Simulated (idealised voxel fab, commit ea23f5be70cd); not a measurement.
process module | voxel capacitor over wiring
cross-section cut | 185 nm wide | cells 5 nm
A cross-section is a grid of square cells, given in bands from the top down. A band is one or more rows of cells.
Each band's line starts with the height of the band's top and of its bottom, in nm. Then come its materials from left to right, each with its width in nm. One material with "throughout" fills the band from edge to edge. "air" is empty space.
Height 0 is the level under which the wafer as received is all one material. The lowest band goes on downwards, as in "0 down".
A width such as "30 to 40" changes by the same amount from each row of cells to the next, from the band's top row to its bottom row.
"no change" after a step means that no cell of the cross-section changed.
closed voids: empty space of 8 cells or more with no open way to the top, each as width x height at its distance from the left edge, in nm
after a step's settings: what the simulator itself notes on the step
overlay nm, on a step with a mask: how far to the right of its planned place the mask lay; to the left if negative
Each pair below shows a cross-section before one step and the cross-section after it, down to the lowest band that changed. The line under each pair gives the step between them, with its settings. The pairs can come from different runs of this module on the same starting wafer, so a pair continues from the pair above only where its "before" says so.
before
  65 to 55: air 60 to 45 | TiN 50 to 65 | air 75
  55 to 50: air 45 | TiN 15 | SiN 50 | air 75
  50 to 45: air 40 | TiN 5 | SiN 15 | TiN 55 | air 70
  45 to 40: SiCN 45 | TiN 15 | SiCN 125
  40 to 30: SiO2 throughout
  30 to 15: lowk 40 | Ru 20 | lowk 60 | Ru 20 | lowk 45
  15 to 10: lowk 40 | TiN 20 | lowk 60 | TiN 20 | lowk 45
  10 to 0: SiO2 throughout
  0 down: Si throughout
  closed voids: none
after
  85 to 65: SiO2 throughout
  65 to 55: SiO2 60 to 45 | TiN 50 to 65 | SiO2 75
  55 to 50: SiO2 45 | TiN 15 | SiN 50 | SiO2 75
  50 to 45: SiO2 40 | TiN 5 | SiN 15 | TiN 55 | SiO2 70
  below 45: unchanged
  closed voids: none
the step between: op FILL_DEP | material SiO2 | thk nm 20
before: the cross-section after the pair above
after
  80 to 65: SiO2 throughout
  below 65: unchanged
  closed voids: none
the step between: op CMP | height nm 80
before: the cross-section after the pair above
after
  95 to 80: resist 55 | air 15 | resist 115
  below 80: unchanged
  closed voids: none
the step between: op PATTERN | tone open | mask id PLUG_2 | material resist | width nm 15 | thk nm 15 | overlay nm 0
before: the cross-section after the pair above
after
  95 to 80: resist 55 | air 15 | resist 115
  80 to 65: SiO2 55 | air 15 | SiO2 115
  below 65: unchanged
  closed voids: none
the step between: op DIRECTIONAL_ETCH | etch materials SiO2 | depth nm 15
before: the cross-section after the pair above
after
  80 to 65: SiO2 55 | air 15 | SiO2 115
  below 65: unchanged
  closed voids: none
the step between: op STRIP | etch materials resist
before: the cross-section after the pair above
after
  85 to 80: TiN 60 | air 5 | TiN 120
  80 to 70: SiO2 55 | TiN 5 | air 5 | TiN 5 | SiO2 115
  70 to 60: SiO2 55 to 60 | TiN 15 to 50 | SiO2 115 to 75
  below 60: unchanged
  closed voids: none
the step between: op CONFORMAL_DEP | material TiN | thk nm 5
before: the cross-section after the pair above
after
  90 to 85: W throughout
  85 to 80: TiN 60 | W 5 | TiN 120
  80 to 70: SiO2 55 | TiN 5 | W 5 | TiN 5 | SiO2 115
  below 70: unchanged
  closed voids: none
the step between: op FILL_DEP | material W | thk nm 5
before: the cross-section after the pair above
after
  80 to 70: SiO2 55 | TiN 5 | W 5 | TiN 5 | SiO2 115
  below 70: unchanged
  closed voids: none
the step between: op CMP | height nm 80
before: the cross-section after the pair above
after
  85 to 80: SiN throughout
  below 80: unchanged
  closed voids: none
the step between: op CONFORMAL_DEP | material SiN | thk nm 5
before
  55 to 50: SiN throughout
  50 to 45: TiN throughout
  45 to 35: SiO2 45 | Ru 15 | SiO2 125
  35 to 30: SiCN 45 | Ru 15 | SiCN 125
  30 to 15: lowk 40 | Ru 20 | lowk 60 | Ru 20 | lowk 45
  15 to 10: lowk 40 | TiN 20 | lowk 60 | TiN 20 | lowk 45
  10 to 0: SiO2 throughout
  0 down: Si throughout
  closed voids: none
after
  70 to 55: TiN throughout
  below 55: unchanged
  closed voids: none
the step between: op DIRECTIONAL_DEP | material TiN | thk nm 15
before: the cross-section after the pair above
after
  85 to 70: aC throughout
  below 70: unchanged
  closed voids: none
the step between: op DIRECTIONAL_DEP | material aC | thk nm 15
before: the cross-section after the pair above
after
  115 to 85: air 45 | resist 65 | air 75
  below 85: unchanged
  closed voids: none
the step between: op PATTERN | tone cover | mask id UPPER_PLATE | material resist | width nm 65 | thk nm 30 | overlay nm 0
before: the cross-section after the pair above
after
  100 to 85: air 45 | resist 65 | air 75
  85 to 70: air 45 | aC 65 | air 75
  below 70: unchanged
  closed voids: none
the step between: op DIRECTIONAL_ETCH | etch materials aC | depth nm 15
before: the cross-section after the pair above
after
  85 to 70: air 45 | aC 65 | air 75
  below 70: unchanged
  closed voids: none
the step between: op STRIP | etch materials resist
before: the cross-section after the pair above
after
  85 to 70: air 45 | aC 65 | air 75
  70 to 60: air 45 | TiN 65 | air 75
  below 60: unchanged
  closed voids: none
the step between: op DIRECTIONAL_ETCH | etch materials TiN | depth nm 10
before: the cross-section after the pair above
after
  70 to 60: air 45 | TiN 65 | air 75
  below 60: unchanged
  closed voids: none
the step between: op STRIP | etch materials aC
before: the cross-section after the pair above
after
  85 to 70: air 40 | resist 75 | air 70
  70 to 60: air 40 | resist 5 | TiN 65 | resist 5 | air 70
  below 60: unchanged
  closed voids: none
the step between: op PATTERN | tone cover | mask id LOWER_PLATE | material resist | width nm 75 | thk nm 15 | overlay nm 0
before: the cross-section after the pair above
after
  85 to 70: air 40 | resist 75 | air 70
  70 to 60: air 40 | resist 5 | TiN 65 | resist 5 | air 70
  60 to 55: air 40 | TiN 75 | air 70
  below 55: unchanged
  closed voids: none
the step between: op DIRECTIONAL_ETCH | etch materials TiN | depth nm 5
before: the cross-section after the pair above
after
  70 to 60: air 45 | TiN 65 | air 75
  below 60: unchanged
  closed voids: none
the step between: op STRIP | etch materials resist
before: the cross-section after the pair above
after
  90 to 70: SiO2 throughout
  70 to 60: SiO2 45 | TiN 65 | SiO2 75
  60 to 55: SiO2 40 | TiN 75 | SiO2 70
  below 55: unchanged
  closed voids: none
the step between: op FILL_DEP | material SiO2 | thk nm 20
before: the cross-section after the pair above
after
  80 to 70: SiO2 throughout
  below 70: unchanged
  closed voids: none
the step between: op CMP | height nm 80
before: the cross-section after the pair above
after
  95 to 80: resist 55 | air 15 | resist 115
  below 80: unchanged
  closed voids: none
the step between: op PATTERN | tone open | mask id PLUG_2 | material resist | width nm 15 | thk nm 15 | overlay nm 0
before: the cross-section after the pair above
after
  95 to 80: resist 55 | air 15 | resist 115
  80 to 70: SiO2 55 | air 15 | SiO2 115
  below 70: unchanged
  closed voids: none
the step between: op DIRECTIONAL_ETCH | etch materials SiO2 | depth nm 15
before: the cross-section after the pair above
after
  80 to 70: SiO2 55 | air 15 | SiO2 115
  below 70: unchanged
  closed voids: none
the step between: op STRIP | etch materials resist
before: the cross-section after the pair above
after
  85 to 80: TiN 60 | air 5 | TiN 120
  80 to 75: SiO2 55 | TiN 5 | air 5 | TiN 5 | SiO2 115
  75 to 70: SiO2 55 | TiN 15 | SiO2 115
  below 70: unchanged
  closed voids: none
the step between: op CONFORMAL_DEP | material TiN | thk nm 5
before: the cross-section after the pair above
after
  90 to 85: W throughout
  85 to 80: TiN 60 | W 5 | TiN 120
  80 to 75: SiO2 55 | TiN 5 | W 5 | TiN 5 | SiO2 115
  below 75: unchanged
  closed voids: none
the step between: op FILL_DEP | material W | thk nm 5
before: the cross-section after the pair above
after
  80 to 75: SiO2 55 | TiN 5 | W 5 | TiN 5 | SiO2 115
  below 75: unchanged
  closed voids: none
the step between: op CMP | height nm 80
before: the cross-section after the pair above
after
  85 to 80: SiN throughout
  below 80: unchanged
  closed voids: none
the step between: op CONFORMAL_DEP | material SiN | thk nm 5
before
  30 to 15: Ru throughout
  15 to 10: TiN throughout
  10 to 0: SiO2 throughout
  0 down: Si throughout
  closed voids: none
after
  45 to 30: air 45 | resist 15 | air 65 | resist 15 | air 45
  below 30: unchanged
  closed voids: none
the step between: op PATTERN | tone cover | mask id METAL_1 | material resist | width nm 15 | pitch nm 80 | thk nm 15 | overlay nm 0
before: the cross-section after the pair above
after
  45 to 30: air 45 | resist 15 | air 65 | resist 15 | air 45
  30 to 15: air 45 | Ru 15 | air 65 | Ru 15 | air 45
  below 15: unchanged
  closed voids: none
the step between: op DIRECTIONAL_ETCH | etch materials Ru | depth nm 15
before: the cross-section after the pair above
after
  45 to 30: air 45 | resist 15 | air 65 | resist 15 | air 45
  30 to 15: air 45 | Ru 15 | air 65 | Ru 15 | air 45
  15 to 10: air 45 | TiN 15 | air 65 | TiN 15 | air 45
  below 10: unchanged
  closed voids: none
the step between: op DIRECTIONAL_ETCH | etch materials TiN | depth nm 5
before: the cross-section after the pair above
after
  30 to 15: air 45 | Ru 15 | air 65 | Ru 15 | air 45
  below 15: unchanged
  closed voids: none
the step between: op STRIP | etch materials resist
before: the cross-section after the pair above
after
  40 to 30: lowk throughout
  30 to 15: lowk 45 | Ru 15 | lowk 65 | Ru 15 | lowk 45
  15 to 10: lowk 45 | TiN 15 | lowk 65 | TiN 15 | lowk 45
  below 10: unchanged
  closed voids: none
the step between: op FILL_DEP | material lowk | thk nm 10
before: the cross-section after the pair above
after
  30 to 15: lowk 45 | Ru 15 | lowk 65 | Ru 15 | lowk 45
  below 15: unchanged
  closed voids: none
the step between: op CMP | height nm 30
before: the cross-section after the pair above
after
  35 to 30: SiCN throughout
  below 30: unchanged
  closed voids: none
the step between: op CONFORMAL_DEP | material SiCN | thk nm 5
before: the cross-section after the pair above
after
  45 to 35: SiO2 throughout
  below 35: unchanged
  closed voids: none
the step between: op DIRECTIONAL_DEP | material SiO2 | thk nm 10
before: the cross-section after the pair above
after
  55 to 45: aC throughout
  below 45: unchanged
  closed voids: none
the step between: op DIRECTIONAL_DEP | material aC | thk nm 10
before: the cross-section after the pair above
after
  85 to 55: resist 45 | air 15 | resist 125
  below 55: unchanged
  closed voids: none
the step between: op PATTERN | tone open | mask id PLUG_1 | material resist | width nm 15 | thk nm 30 | overlay nm 0
before: the cross-section after the pair above
after
  75 to 55: resist 45 | air 15 | resist 125
  55 to 45: aC 45 | air 15 | aC 125
  below 45: unchanged
  closed voids: none
the step between: op DIRECTIONAL_ETCH | etch materials aC | depth nm 10
before: the cross-section after the pair above
after
  55 to 45: aC 45 | air 15 | aC 125
  below 45: unchanged
  closed voids: none
the step between: op STRIP | etch materials resist
before: the cross-section after the pair above
after
  55 to 45: aC 45 | air 15 | aC 125
  45 to 35: SiO2 45 | air 15 | SiO2 125
  below 35: unchanged
  closed voids: none
the step between: op DIRECTIONAL_ETCH | etch materials SiO2 | depth nm 10
before: the cross-section after the pair above
after
  55 to 45: aC 45 | air 15 | aC 125
  45 to 35: SiO2 45 | air 15 | SiO2 125
  35 to 30: SiCN 45 | air 15 | SiCN 125
  below 30: unchanged
  closed voids: none
the step between: op DIRECTIONAL_ETCH | etch materials SiCN | depth nm 5
before: the cross-section after the pair above
after
  45 to 35: SiO2 45 | air 15 | SiO2 125
  below 35: unchanged
  closed voids: none
the step between: op STRIP | etch materials aC
before: the cross-section after the pair above
after
  45 to 40: SiO2 45 | air 15 | SiO2 125
  40 to 35: SiO2 45 | Ru 15 | SiO2 125
  35 to 30: SiCN 45 | Ru 15 | SiCN 125
  below 30: unchanged
  closed voids: none
the step between: op EPI | material Ru | thk nm 10
before: the cross-section after the pair above
after
  45 to 35: SiO2 45 | Ru 15 | SiO2 125
  below 35: unchanged
  closed voids: none
the step between: op EPI | material Ru | thk nm 5
before: the cross-section after the pair above
after
  50 to 45: TiN throughout
  below 45: unchanged
  closed voids: none
the step between: op DIRECTIONAL_DEP | material TiN | thk nm 5
before: the cross-section after the pair above
after
  55 to 50: SiN throughout
  below 50: unchanged
  closed voids: none
the step between: op DIRECTIONAL_DEP | material SiN | thk nm 5
before: the cross-section after the pair above
after
  65 to 55: TiN throughout
  below 55: unchanged
  closed voids: none
the step between: op DIRECTIONAL_DEP | material TiN | thk nm 10
before: the cross-section after the pair above
after
  80 to 65: aC throughout
  below 65: unchanged
  closed voids: none
the step between: op DIRECTIONAL_DEP | material aC | thk nm 15
before: the cross-section after the pair above
after
  110 to 80: air 45 | resist 65 | air 75
  below 80: unchanged
  closed voids: none
the step between: op PATTERN | tone cover | mask id UPPER_PLATE | material resist | width nm 65 | thk nm 30 | overlay nm 0
before: the cross-section after the pair above
after
  95 to 80: air 45 | resist 65 | air 75
  80 to 65: air 45 | aC 65 | air 75
  below 65: unchanged
  closed voids: none
the step between: op DIRECTIONAL_ETCH | etch materials aC | depth nm 15
before: the cross-section after the pair above
after
  80 to 65: air 45 | aC 65 | air 75
  below 65: unchanged
  closed voids: none
the step between: op STRIP | etch materials resist
before: the cross-section after the pair above
after
  80 to 65: air 45 | aC 65 | air 75
  65 to 55: air 45 | TiN 65 | air 75
  below 55: unchanged
  closed voids: none
the step between: op DIRECTIONAL_ETCH | etch materials TiN | depth nm 10
before: the cross-section after the pair above
after
  80 to 65: air 45 | aC 65 | air 75
  65 to 55: air 45 | TiN 65 | air 75
  55 to 50: air 45 | SiN 65 | air 75
  below 50: unchanged
  closed voids: none
the step between: op DIRECTIONAL_ETCH | etch materials SiN | depth nm 5
before: the cross-section after the pair above
after
  65 to 55: air 45 | TiN 65 | air 75
  below 55: unchanged
  closed voids: none
the step between: op STRIP | etch materials aC
before: the cross-section after the pair above
after
  80 to 65: air 40 | resist 75 | air 70
  65 to 55: air 40 | resist 5 | TiN 65 | resist 5 | air 70
  55 to 50: air 40 | resist 5 | SiN 65 | resist 5 | air 70
  below 50: unchanged
  closed voids: none
the step between: op PATTERN | tone cover | mask id LOWER_PLATE | material resist | width nm 75 | thk nm 15 | overlay nm 0
before: the cross-section after the pair above
after
  80 to 65: air 40 | resist 75 | air 70
  65 to 55: air 40 | resist 5 | TiN 65 | resist 5 | air 70
  55 to 50: air 40 | resist 5 | SiN 65 | resist 5 | air 70
  50 to 45: air 40 | TiN 75 | air 70
  below 45: unchanged
  closed voids: none
the step between: op DIRECTIONAL_ETCH | etch materials TiN | depth nm 5
before: the cross-section after the pair above
after
  65 to 55: air 45 | TiN 65 | air 75
  55 to 50: air 45 | SiN 65 | air 75
  below 50: unchanged
  closed voids: none
the step between: op STRIP | etch materials resist
before: the cross-section after the pair above
after
  85 to 65: SiO2 throughout
  65 to 55: SiO2 45 | TiN 65 | SiO2 75
  55 to 50: SiO2 45 | SiN 65 | SiO2 75
  50 to 45: SiO2 40 | TiN 75 | SiO2 70
  below 45: unchanged
  closed voids: none
the step between: op FILL_DEP | material SiO2 | thk nm 20
before: the cross-section after the pair above
after
  80 to 65: SiO2 throughout
  below 65: unchanged
  closed voids: none
the step between: op CMP | height nm 80
before: the cross-section after the pair above
after
  95 to 80: resist 55 | air 15 | resist 115
  below 80: unchanged
  closed voids: none
the step between: op PATTERN | tone open | mask id PLUG_2 | material resist | width nm 15 | thk nm 15 | overlay nm 0
before: the cross-section after the pair above
after
  95 to 80: resist 55 | air 15 | resist 115
  80 to 65: SiO2 55 | air 15 | SiO2 115
  below 65: unchanged
  closed voids: none
the step between: op DIRECTIONAL_ETCH | etch materials SiO2 | depth nm 15
before: the cross-section after the pair above
after
  80 to 65: SiO2 55 | air 15 | SiO2 115
  below 65: unchanged
  closed voids: none
the step between: op STRIP | etch materials resist
before: the cross-section after the pair above
after
  85 to 80: TiN 60 | air 5 | TiN 120
  80 to 70: SiO2 55 | TiN 5 | air 5 | TiN 5 | SiO2 115
  70 to 65: SiO2 55 | TiN 15 | SiO2 115
  below 65: unchanged
  closed voids: none
the step between: op CONFORMAL_DEP | material TiN | thk nm 5
before: the cross-section after the pair above
after
  90 to 85: W throughout
  85 to 80: TiN 60 | W 5 | TiN 120
  80 to 70: SiO2 55 | TiN 5 | W 5 | TiN 5 | SiO2 115
  below 70: unchanged
  closed voids: none
the step between: op FILL_DEP | material W | thk nm 5
before: the cross-section after the pair above
after
  80 to 70: SiO2 55 | TiN 5 | W 5 | TiN 5 | SiO2 115
  below 70: unchanged
  closed voids: none
the step between: op CMP | height nm 80
before: the cross-section after the pair above
after
  85 to 80: SiN throughout
  below 80: unchanged
  closed voids: none
the step between: op CONFORMAL_DEP | material SiN | thk nm 5
before
  30 to 15: Ru throughout
  15 to 10: TiN throughout
  10 to 0: SiO2 throughout
  0 down: Si throughout
  closed voids: none
after
  45 to 30: air 30 | resist 20 | air 60 | resist 20 | air 55
  below 30: unchanged
  closed voids: none
the step between: op PATTERN | tone cover | mask id METAL_1 | material resist | width nm 20 | pitch nm 80 | thk nm 15 | overlay nm -10
before: the cross-section after the pair above
after
  45 to 30: air 30 | resist 20 | air 60 | resist 20 | air 55
  30 to 15: air 30 | Ru 20 | air 60 | Ru 20 | air 55
  below 15: unchanged
  closed voids: none
the step between: op DIRECTIONAL_ETCH | etch materials Ru | depth nm 15
before: the cross-section after the pair above
after
  45 to 30: air 30 | resist 20 | air 60 | resist 20 | air 55
  30 to 15: air 30 | Ru 20 | air 60 | Ru 20 | air 55
  15 to 10: air 30 | TiN 20 | air 60 | TiN 20 | air 55
  below 10: unchanged
  closed voids: none
the step between: op DIRECTIONAL_ETCH | etch materials TiN | depth nm 5
before: the cross-section after the pair above
after
  30 to 15: air 30 | Ru 20 | air 60 | Ru 20 | air 55
  below 15: unchanged
  closed voids: none
the step between: op STRIP | etch materials resist
before: the cross-section after the pair above
after
  40 to 30: lowk throughout
  30 to 15: lowk 30 | Ru 20 | lowk 60 | Ru 20 | lowk 55
  15 to 10: lowk 30 | TiN 20 | lowk 60 | TiN 20 | lowk 55
  below 10: unchanged
  closed voids: none
the step between: op FILL_DEP | material lowk | thk nm 10
before: the cross-section after the pair above
after
  30 to 15: lowk 30 | Ru 20 | lowk 60 | Ru 20 | lowk 55
  below 15: unchanged
  closed voids: none
the step between: op CMP | height nm 30
before: the cross-section after the pair above
after
  35 to 30: SiCN throughout
  below 30: unchanged
  closed voids: none
the step between: op CONFORMAL_DEP | material SiCN | thk nm 5
before: the cross-section after the pair above
after
  45 to 35: SiO2 throughout
  below 35: unchanged
  closed voids: none
the step between: op DIRECTIONAL_DEP | material SiO2 | thk nm 10
before: the cross-section after the pair above
after
  55 to 45: aC throughout
  below 45: unchanged
  closed voids: none
the step between: op DIRECTIONAL_DEP | material aC | thk nm 10
before: the cross-section after the pair above
after
  85 to 55: resist 45 | air 15 | resist 125
  below 55: unchanged
  closed voids: none
the step between: op PATTERN | tone open | mask id PLUG_1 | material resist | width nm 15 | thk nm 30 | overlay nm 0
before: the cross-section after the pair above
after
  75 to 55: resist 45 | air 15 | resist 125
  55 to 45: aC 45 | air 15 | aC 125
  below 45: unchanged
  closed voids: none
the step between: op DIRECTIONAL_ETCH | etch materials aC | depth nm 10
before: the cross-section after the pair above
after
  55 to 45: aC 45 | air 15 | aC 125
  below 45: unchanged
  closed voids: none
the step between: op STRIP | etch materials resist
before: the cross-section after the pair above
after
  55 to 45: aC 45 | air 15 | aC 125
  45 to 35: SiO2 45 | air 15 | SiO2 125
  below 35: unchanged
  closed voids: none
the step between: op DIRECTIONAL_ETCH | etch materials SiO2 | depth nm 10
before: the cross-section after the pair above
after
  55 to 45: aC 45 | air 15 | aC 125
  45 to 35: SiO2 45 | air 15 | SiO2 125
  35 to 30: SiCN 45 | air 15 | SiCN 125
  below 30: unchanged
  closed voids: none
the step between: op DIRECTIONAL_ETCH | etch materials SiCN | depth nm 5
before: the cross-section after the pair above
after
  45 to 35: SiO2 45 | air 15 | SiO2 125
  below 35: unchanged
  closed voids: none
the step between: op STRIP | etch materials aC
before: the cross-section after the pair above
after
  45 to 40: SiO2 45 | air 15 | SiO2 125
  40 to 35: SiO2 45 | Ru 15 | SiO2 125
  35 to 30: SiCN 45 | Ru 15 | SiCN 125
  below 30: unchanged
  closed voids: none
the step between: op EPI | material Ru | thk nm 10
before: the cross-section after the pair above
after
  45 to 35: SiO2 45 | Ru 15 | SiO2 125
  below 35: unchanged
  closed voids: none
the step between: op EPI | material Ru | thk nm 5
before: the cross-section after the pair above
after
  50 to 45: TiN throughout
  below 45: unchanged
  closed voids: none
the step between: op DIRECTIONAL_DEP | material TiN | thk nm 5
before: the cross-section after the pair above
after
  55 to 50: SiN throughout
  below 50: unchanged
  closed voids: none
the step between: op DIRECTIONAL_DEP | material SiN | thk nm 5
before: the cross-section after the pair above
after
  65 to 55: TiN throughout
  below 55: unchanged
  closed voids: none
the step between: op DIRECTIONAL_DEP | material TiN | thk nm 10
before: the cross-section after the pair above
after
  80 to 65: aC throughout
  below 65: unchanged
  closed voids: none
the step between: op DIRECTIONAL_DEP | material aC | thk nm 15
before: the cross-section after the pair above
after
  110 to 80: air 45 | resist 65 | air 75
  below 80: unchanged
  closed voids: none
the step between: op PATTERN | tone cover | mask id UPPER_PLATE | material resist | width nm 65 | thk nm 30 | overlay nm 0
before: the cross-section after the pair above
after
  95 to 80: air 45 | resist 65 | air 75
  80 to 65: air 45 | aC 65 | air 75
  below 65: unchanged
  closed voids: none
the step between: op DIRECTIONAL_ETCH | etch materials aC | depth nm 15
before: the cross-section after the pair above
after
  80 to 65: air 45 | aC 65 | air 75
  below 65: unchanged
  closed voids: none
the step between: op STRIP | etch materials resist
before: the cross-section after the pair above
after
  80 to 65: air 45 | aC 65 | air 75
  65 to 55: air 45 | TiN 65 | air 75
  below 55: unchanged
  closed voids: none
the step between: op DIRECTIONAL_ETCH | etch materials TiN | depth nm 10
before: the cross-section after the pair above
after
  80 to 65: air 45 | aC 65 | air 75
  65 to 55: air 45 | TiN 65 | air 75
  55 to 50: air 45 | SiN 65 | air 75
  below 50: unchanged
  closed voids: none
the step between: op DIRECTIONAL_ETCH | etch materials SiN | depth nm 5
before: the cross-section after the pair above
after
  65 to 55: air 45 | TiN 65 | air 75
  below 55: unchanged
  closed voids: none
the step between: op STRIP | etch materials aC
before: the cross-section after the pair above
after
  80 to 65: air 40 | resist 75 | air 70
  65 to 55: air 40 | resist 5 | TiN 65 | resist 5 | air 70
  55 to 50: air 40 | resist 5 | SiN 65 | resist 5 | air 70
  below 50: unchanged
  closed voids: none
the step between: op PATTERN | tone cover | mask id LOWER_PLATE | material resist | width nm 75 | thk nm 15 | overlay nm 0
before: the cross-section after the pair above
after
  80 to 65: air 40 | resist 75 | air 70
  65 to 55: air 40 | resist 5 | TiN 65 | resist 5 | air 70
  55 to 50: air 40 | resist 5 | SiN 65 | resist 5 | air 70
  50 to 45: air 40 | TiN 75 | air 70
  below 45: unchanged
  closed voids: none
the step between: op DIRECTIONAL_ETCH | etch materials TiN | depth nm 5
before: the cross-section after the pair above
after
  65 to 55: air 45 | TiN 65 | air 75
  55 to 50: air 45 | SiN 65 | air 75
  below 50: unchanged
  closed voids: none
the step between: op STRIP | etch materials resist
before: the cross-section after the pair above
after
  85 to 65: SiO2 throughout
  65 to 55: SiO2 45 | TiN 65 | SiO2 75
  55 to 50: SiO2 45 | SiN 65 | SiO2 75
  50 to 45: SiO2 40 | TiN 75 | SiO2 70
  below 45: unchanged
  closed voids: none
the step between: op FILL_DEP | material SiO2 | thk nm 20
before: the cross-section after the pair above
after
  80 to 65: SiO2 throughout
  below 65: unchanged
  closed voids: none
the step between: op CMP | height nm 80
before: the cross-section after the pair above
after
  95 to 80: resist 55 | air 15 | resist 115
  below 80: unchanged
  closed voids: none
the step between: op PATTERN | tone open | mask id PLUG_2 | material resist | width nm 15 | thk nm 15 | overlay nm 0
before: the cross-section after the pair above
after
  95 to 80: resist 55 | air 15 | resist 115
  80 to 65: SiO2 55 | air 15 | SiO2 115
  below 65: unchanged
  closed voids: none
the step between: op DIRECTIONAL_ETCH | etch materials SiO2 | depth nm 15
before: the cross-section after the pair above
after
  80 to 65: SiO2 55 | air 15 | SiO2 115
  below 65: unchanged
  closed voids: none
the step between: op STRIP | etch materials resist
before: the cross-section after the pair above
after
  85 to 80: TiN 60 | air 5 | TiN 120
  80 to 70: SiO2 55 | TiN 5 | air 5 | TiN 5 | SiO2 115
  70 to 65: SiO2 55 | TiN 15 | SiO2 115
  below 65: unchanged
  closed voids: none
the step between: op CONFORMAL_DEP | material TiN | thk nm 5
before: the cross-section after the pair above
after
  90 to 85: W throughout
  85 to 80: TiN 60 | W 5 | TiN 120
  80 to 70: SiO2 55 | TiN 5 | W 5 | TiN 5 | SiO2 115
  below 70: unchanged
  closed voids: none
the step between: op FILL_DEP | material W | thk nm 5
before: the cross-section after the pair above
after
  80 to 70: SiO2 55 | TiN 5 | W 5 | TiN 5 | SiO2 115
  below 70: unchanged
  closed voids: none
the step between: op CMP | height nm 80
before: the cross-section after the pair above
after
  85 to 80: SiN throughout
  below 80: unchanged
  closed voids: none
the step between: op CONFORMAL_DEP | material SiN | thk nm 5
before
  45 to 35: SiO2 throughout
  35 to 30: SiCN throughout
  30 to 15: lowk 40 | Ru 20 | lowk 60 | Ru 20 | lowk 45
  15 to 10: lowk 40 | TiN 20 | lowk 60 | TiN 20 | lowk 45
  10 to 0: SiO2 throughout
  0 down: Si throughout
  closed voids: none
after
  55 to 45: TiN throughout
  below 45: unchanged
  closed voids: none
the step between: op DIRECTIONAL_DEP | material TiN | thk nm 10
before: the cross-section after the pair above
after
  85 to 55: resist 45 | air 15 | resist 125
  below 55: unchanged
  closed voids: none
the step between: op PATTERN | tone open | mask id PLUG_1 | material resist | width nm 15 | thk nm 30 | overlay nm 0
before: the cross-section after the pair above
after
  75 to 55: resist 45 | air 15 | resist 125
  below 55: unchanged
  closed voids: none
the step between: op DIRECTIONAL_ETCH | etch materials aC | depth nm 10
before: the cross-section after the pair above
after
  55 to 45: TiN throughout
  below 45: unchanged
  closed voids: none
the step between: op STRIP | etch materials resist
before: the cross-section after the pair above
after
  65 to 55: Ru throughout
  below 55: unchanged
  closed voids: none
the step between: op EPI | material Ru | thk nm 10
before: the cross-section after the pair above
after
  70 to 55: Ru throughout
  below 55: unchanged
  closed voids: none
the step between: op EPI | material Ru | thk nm 5
before: the cross-section after the pair above
after
  75 to 70: TiN throughout
  below 70: unchanged
  closed voids: none
the step between: op DIRECTIONAL_DEP | material TiN | thk nm 5
before: the cross-section after the pair above
after
  80 to 75: SiN throughout
  below 75: unchanged
  closed voids: none
the step between: op DIRECTIONAL_DEP | material SiN | thk nm 5
before: the cross-section after the pair above
after
  90 to 80: TiN throughout
  below 80: unchanged
  closed voids: none
the step between: op DIRECTIONAL_DEP | material TiN | thk nm 10
before: the cross-section after the pair above
after
  105 to 90: aC throughout
  below 90: unchanged
  closed voids: none
the step between: op DIRECTIONAL_DEP | material aC | thk nm 15
before: the cross-section after the pair above
after
  135 to 105: air 45 | resist 65 | air 75
  below 105: unchanged
  closed voids: none
the step between: op PATTERN | tone cover | mask id UPPER_PLATE | material resist | width nm 65 | thk nm 30 | overlay nm 0
before: the cross-section after the pair above
after
  120 to 105: air 45 | resist 65 | air 75
  105 to 90: air 45 | aC 65 | air 75
  below 90: unchanged
  closed voids: none
the step between: op DIRECTIONAL_ETCH | etch materials aC | depth nm 15
before: the cross-section after the pair above
after
  105 to 90: air 45 | aC 65 | air 75
  below 90: unchanged
  closed voids: none
the step between: op STRIP | etch materials resist
before: the cross-section after the pair above
after
  105 to 90: air 45 | aC 65 | air 75
  90 to 80: air 45 | TiN 65 | air 75
  below 80: unchanged
  closed voids: none
the step between: op DIRECTIONAL_ETCH | etch materials TiN | depth nm 10
before: the cross-section after the pair above
after
  105 to 90: air 45 | aC 65 | air 75
  90 to 80: air 45 | TiN 65 | air 75
  80 to 75: air 45 | SiN 65 | air 75
  below 75: unchanged
  closed voids: none
the step between: op DIRECTIONAL_ETCH | etch materials SiN | depth nm 5
before: the cross-section after the pair above
after
  90 to 80: air 45 | TiN 65 | air 75
  below 80: unchanged
  closed voids: none
the step between: op STRIP | etch materials aC
before: the cross-section after the pair above
after
  105 to 90: air 40 | resist 75 | air 70
  90 to 80: air 40 | resist 5 | TiN 65 | resist 5 | air 70
  80 to 75: air 40 | resist 5 | SiN 65 | resist 5 | air 70
  below 75: unchanged
  closed voids: none
the step between: op PATTERN | tone cover | mask id LOWER_PLATE | material resist | width nm 75 | thk nm 15 | overlay nm 0
before: the cross-section after the pair above
after
  105 to 90: air 40 | resist 75 | air 70
  90 to 80: air 40 | resist 5 | TiN 65 | resist 5 | air 70
  80 to 75: air 40 | resist 5 | SiN 65 | resist 5 | air 70
  75 to 70: air 40 | TiN 75 | air 70
  below 70: unchanged
  closed voids: none
the step between: op DIRECTIONAL_ETCH | etch materials TiN | depth nm 5
before: the cross-section after the pair above
after
  90 to 80: air 45 | TiN 65 | air 75
  80 to 75: air 45 | SiN 65 | air 75
  below 75: unchanged
  closed voids: none
the step between: op STRIP | etch materials resist
before: the cross-section after the pair above
after
  110 to 90: SiO2 throughout
  90 to 80: SiO2 45 | TiN 65 | SiO2 75
  80 to 75: SiO2 45 | SiN 65 | SiO2 75
  75 to 70: SiO2 40 | TiN 75 | SiO2 70
  below 70: unchanged
  closed voids: none
the step between: op FILL_DEP | material SiO2 | thk nm 20
before: the cross-section after the pair above
after
  80 to 75: SiO2 45 | SiN 65 | SiO2 75
  below 75: unchanged
  closed voids: none
the step between: op CMP | height nm 80
before: the cross-section after the pair above
after
  95 to 80: resist 55 | air 15 | resist 115
  below 80: unchanged
  closed voids: none
the step between: op PATTERN | tone open | mask id PLUG_2 | material resist | width nm 15 | thk nm 15 | overlay nm 0
before: the cross-section after the pair above
after
  80 to 75: SiO2 45 | SiN 65 | SiO2 75
  below 75: unchanged
  closed voids: none
the step between: op STRIP | etch materials resist
before: the cross-section after the pair above
after
  85 to 80: TiN throughout
  below 80: unchanged
  closed voids: none
the step between: op CONFORMAL_DEP | material TiN | thk nm 5
before: the cross-section after the pair above
after
  90 to 85: W throughout
  below 85: unchanged
  closed voids: none
the step between: op FILL_DEP | material W | thk nm 5
before: the cross-section after the pair above
after
  80 to 75: SiO2 45 | SiN 65 | SiO2 75
  below 75: unchanged
  closed voids: none
the step between: op CMP | height nm 80
before: the cross-section after the pair above
after
  85 to 80: SiN throughout
  below 80: unchanged
  closed voids: none
the step between: op CONFORMAL_DEP | material SiN | thk nm 5
